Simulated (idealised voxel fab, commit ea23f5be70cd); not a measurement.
The document below concerns the process module designated voxel transistor to metal.
Section cut is 215 nm wide and gridded with 5 nm square cells.
Cross-section spec: square-cell grid; bands listed top down; each band is one or more rows.
Band: top height; bottom height; in nm. Then, left to right: material with width in nm, for each material. "edge to edge": a single material spanning edge to edge. "empty": empty space.
Zero point of the height axis is 0; under it, received wafer = one material. Lowest band: continues down indefinitely, "0 down".
The expression "30->40" gives the width at the extremes of the band, the first number at its top row of cells and the second at its bottom row, with the width changing by equal amounts from each row to the next in between.
Given "remains unaltered" for a step, no cell of the cross-section differs between before and after that step.
"Closed cavity list": sealed empty spaces, 8 cells or more, no open way to top, listed width x height at distance, with distance from the left edge and width, height and distance in nm.
It should be noted that, on the line of a given step, the content following the step's settings is a remark produced by the simulator itself with respect to that step.
Regarding "overlay nm": on a step with a mask, it is the distance the mask lay to the right of its planned place; a negative value places it to the left.

Steps in the process plan
step 1: RECEIVE, material Si
step 2: CONFORMAL_DEP, material SiO2, thk nm 5
step 3: CONFORMAL_DEP, material SiN, thk nm 10
step 4: PATTERN, tone cover, mask id ACTIVE, material resist, width nm 110, thk nm 15, overlay nm 0
step 5: DIRECTIONAL_ETCH, etch materials SiN, depth nm 10
step 6: DIRECTIONAL_ETCH, etch materials SiO2, depth nm 5
step 7: DIRECTIONAL_ETCH, etch materials Si, depth nm 20
step 8: STRIP, etch materials resist
step 9: OXIDIZE, depth nm 5
step 10: FILL_DEP, material SiO2, thk nm 15
step 11: CMP, height nm 15
step 12: SELECTIVE_ETCH, etch materials SiO2, depth nm 5
step 13: STRIP, etch materials SiN
step 14: SELECTIVE_ETCH, etch materials SiO2, depth nm 5
step 15: OXIDIZE, depth nm 5
step 16: DIRECTIONAL_DEP, material polySi, thk nm 30
step 17: DIRECTIONAL_DEP, material SiCN, thk nm 10
step 18: PATTERN, tone cover, mask id GATE, material resist, width nm 20, thk nm 15, overlay nm 0
step 19: DIRECTIONAL_ETCH, etch materials SiCN, depth nm 20
step 20: DIRECTIONAL_ETCH, etch materials polySi, depth nm 40
step 21: STRIP, etch materials resist
step 22: CONFORMAL_DEP, material SiN, thk nm 10
step 23: DIRECTIONAL_ETCH, etch materials SiN, depth nm 10
step 24: DIRECTIONAL_ETCH, etch materials SiO2, depth nm 5
step 25: DIRECTIONAL_ETCH, etch materials Si, depth nm 10
step 26: EPI, material pSi, thk nm 10
step 27: FILL_DEP, material SiO2, thk nm 5
step 28: CMP, height nm 40
step 29: DIRECTIONAL_DEP, material SiO2, thk nm 10
step 30: PATTERN, tone open, mask id CONTACT, material resist, width nm 20, pitch nm 80, thk nm 20, overlay nm 0
step 31: DIRECTIONAL_ETCH, etch materials SiO2, depth nm 55
step 32: STRIP, etch materials resist
step 33: CONFORMAL_DEP, material TiN, thk nm 5
step 34: FILL_DEP, material Ru, thk nm 5
step 35: CMP, height nm 50
step 36: CONFORMAL_DEP, material SiCN, thk nm 5
step 37: DIRECTIONAL_DEP, material lowk, thk nm 20
step 38: PATTERN, tone open, mask id METAL_1, material resist, width nm 20, pitch nm 80, thk nm 15, overlay nm -15
step 39: DIRECTIONAL_ETCH, etch materials lowk, depth nm 20
step 40: DIRECTIONAL_ETCH, etch materials SiCN, depth nm 5
step 41: STRIP, etch materials resist
step 42: CONFORMAL_DEP, material TiN, thk nm 5
step 43: FILL_DEP, material Cu, thk nm 10
step 44: CMP, height nm 75
step 45: CONFORMAL_DEP, material SiCN, thk nm 5
step 46: DIRECTIONAL_DEP, material SiO2, thk nm 35
step 47: DIRECTIONAL_DEP, material aC, thk nm 15
step 48: PATTERN, tone open, mask id METAL_2_HOLES, material resist, width nm 15, pitch nm 80, thk nm 35, overlay nm 0
step 49: DIRECTIONAL_ETCH, etch materials aC, depth nm 15
step 50: STRIP, etch materials resist
step 51: DIRECTIONAL_ETCH, etch materials SiO2, depth nm 35
step 52: STRIP, etch materials aC
step 53: MASKED_ETCH, tone open, mask id METAL_2, width nm 20, pitch nm 80, etch materials SiO2, depth nm 20, overlay nm 0
step 54: MASKED_ETCH, tone open, mask id METAL_2, width nm 20, pitch nm 80, etch materials SiCN, depth nm 5, overlay nm 0
step 55: CONFORMAL_DEP, material TiN, thk nm 5
step 56: FILL_DEP, material Ru, thk nm 5
step 57: CMP, height nm 115
step 58: CONFORMAL_DEP, material SiCN, thk nm 5
It is noted that the wafers described herein are identical at the outset and are distinguished by the overlay nm of step 38; the value stated in the plan corresponds to the first wafer.

Incoming state of the first of several wafers in cross-section: after step 1
> 0 down  Si edge to edge
> Closed cavity list: none

First of several wafers: cross-section at the end of the module, after step 58, its last step
> 120 to 115  SiCN edge to edge
> 115 to 100  SiO2 (55) | TiN (5) | Ru (10) | TiN (5) | SiO2 (60) | TiN (5) | Ru (10) | TiN (5) | SiO2 (60)
> 100 to 95  SiO2 (55) | TiN (5) | Ru (5) | TiN (10) | SiO2 (60) | TiN (5) | Ru (5) | TiN (10) | SiO2 (60)
> 95 to 80  SiO2 (55) | TiN (5) | Ru (5) | TiN (5) | SiO2 (65) | TiN (5) | Ru (5) | TiN (5) | SiO2 (65)
> 80 to 75  SiCN (55) | TiN (15) | SiCN (65) | TiN (15) | SiCN (65)
> 75 to 55  lowk (40) | TiN (5) | Cu (10) | TiN (5) | lowk (60) | TiN (5) | Cu (10) | TiN (5) | lowk (75)
> 55 to 50  SiCN (40) | TiN (20) | SiCN (60) | TiN (20) | SiCN (75)
> 50 to 40  SiO2 (55) | TiN (5) | Ru (10) | TiN (5) | SiO2 (60) | TiN (5) | Ru (10) | TiN (5) | SiO2 (60)
> 40 to 30  SiO2 (55) | TiN (5) | Ru (10) | TiN (5) | SiO2 (10) | SiN (10) | SiCN (20) | SiN (10) | SiO2 (10) | TiN (5) | Ru (10) | TiN (5) | SiO2 (60)
> 30 to 5  SiO2 (55) | TiN (5) | Ru (10) | TiN (5) | SiO2 (10) | SiN (10) | polySi (20) | SiN (10) | SiO2 (10) | TiN (5) | Ru (10) | TiN (5) | SiO2 (60)
> 5 to 0  SiO2 (45) | SiN (10) | TiN (5) | Ru (10) | TiN (5) | pSi (10) | SiN (10) | polySi (20) | SiN (10) | pSi (10) | TiN (5) | Ru (10) | TiN (5) | SiN (10) | SiO2 (50)
> 0 to -5  SiO2 (55) | TiN (20) | pSi (10) | SiO2 (40) | pSi (10) | TiN (20) | SiO2 (60)
> -5 to -15  SiO2 (55) | pSi (30) | Si (40) | pSi (30) | SiO2 (60)
> -15 to -25  SiO2 (55) | Si (100) | SiO2 (60)
> -25 down  Si edge to edge
> Closed cavity list: none

At the end of the module, the last of several wafers in cross-section
> 120 to 115  SiCN edge to edge
> 115 to 100  SiO2 (55) | TiN (5) | Ru (10) | TiN (5) | SiO2 (60) | TiN (5) | Ru (10) | TiN (5) | SiO2 (60)
> 100 to 95  SiO2 (55) | TiN (5) | Ru (5) | TiN (10) | SiO2 (60) | TiN (5) | Ru (5) | TiN (10) | SiO2 (60)
> 95 to 80  SiO2 (55) | TiN (5) | Ru (5) | TiN (5) | SiO2 (65) | TiN (5) | Ru (5) | TiN (5) | SiO2 (65)
> 80 to 75  SiCN (55) | TiN (15) | SiCN (65) | TiN (15) | SiCN (65)
> 75 to 55  lowk (70) | TiN (5) | Cu (10) | TiN (5) | lowk (60) | TiN (5) | Cu (10) | TiN (5) | lowk (45)
> 55 to 50  SiCN (70) | TiN (20) | SiCN (60) | TiN (20) | SiCN (45)
> 50 to 40  SiO2 (55) | TiN (5) | Ru (10) | TiN (5) | SiO2 (60) | TiN (5) | Ru (10) | TiN (5) | SiO2 (60)
> 40 to 30  SiO2 (55) | TiN (5) | Ru (10) | TiN (5) | SiO2 (10) | SiN (10) | SiCN (20) | SiN (10) | SiO2 (10) | TiN (5) | Ru (10) | TiN (5) | SiO2 (60)
> 30 to 5  SiO2 (55) | TiN (5) | Ru (10) | TiN (5) | SiO2 (10) | SiN (10) | polySi (20) | SiN (10) | SiO2 (10) | TiN (5) | Ru (10) | TiN (5) | SiO2 (60)
> 5 to 0  SiO2 (45) | SiN (10) | TiN (5) | Ru (10) | TiN (5) | pSi (10) | SiN (10) | polySi (20) | SiN (10) | pSi (10) | TiN (5) | Ru (10) | TiN (5) | SiN (10) | SiO2 (50)
> 0 to -5  SiO2 (55) | TiN (20) | pSi (10) | SiO2 (40) | pSi (10) | TiN (20) | SiO2 (60)
> -5 to -15  SiO2 (55) | pSi (30) | Si (40) | pSi (30) | SiO2 (60)
> -15 to -25  SiO2 (55) | Si (100) | SiO2 (60)
> -25 down  Si edge to edge
> Closed cavity list: none

Per-wafer rows below. For each material: cells gained (+) or lost (-) since the wafer was received, as of end of module. Then: closed voids
overlay nm -15; +16 Cu; +60 Ru; -159 Si; +123 SiCN; +36 SiN; +652 SiO2; +108 TiN; +140 lowk; +32 pSi; +24 polySi; Closed cavity list: none
overlay nm -10; +16 Cu; +60 Ru; -159 Si; +123 SiCN; +36 SiN; +652 SiO2; +108 TiN; +140 lowk; +32 pSi; +24 polySi; Closed cavity list: none
overlay nm -5; +16 Cu; +60 Ru; -159 Si; +123 SiCN; +36 SiN; +652 SiO2; +108 TiN; +140 lowk; +32 pSi; +24 polySi; Closed cavity list: none
overlay nm 0; +16 Cu; +60 Ru; -159 Si; +123 SiCN; +36 SiN; +652 SiO2; +108 TiN; +140 lowk; +32 pSi; +24 polySi; Closed cavity list: none
overlay nm 5; +16 Cu; +60 Ru; -159 Si; +123 SiCN; +36 SiN; +652 SiO2; +108 TiN; +140 lowk; +32 pSi; +24 polySi; Closed cavity list: none
overlay nm 10; +16 Cu; +60 Ru; -159 Si; +123 SiCN; +36 SiN; +652 SiO2; +108 TiN; +140 lowk; +32 pSi; +24 polySi; Closed cavity list: none
overlay nm 15; +16 Cu; +60 Ru; -159 Si; +123 SiCN; +36 SiN; +652 SiO2; +108 TiN; +140 lowk; +32 pSi; +24 polySi; Closed cavity list: none
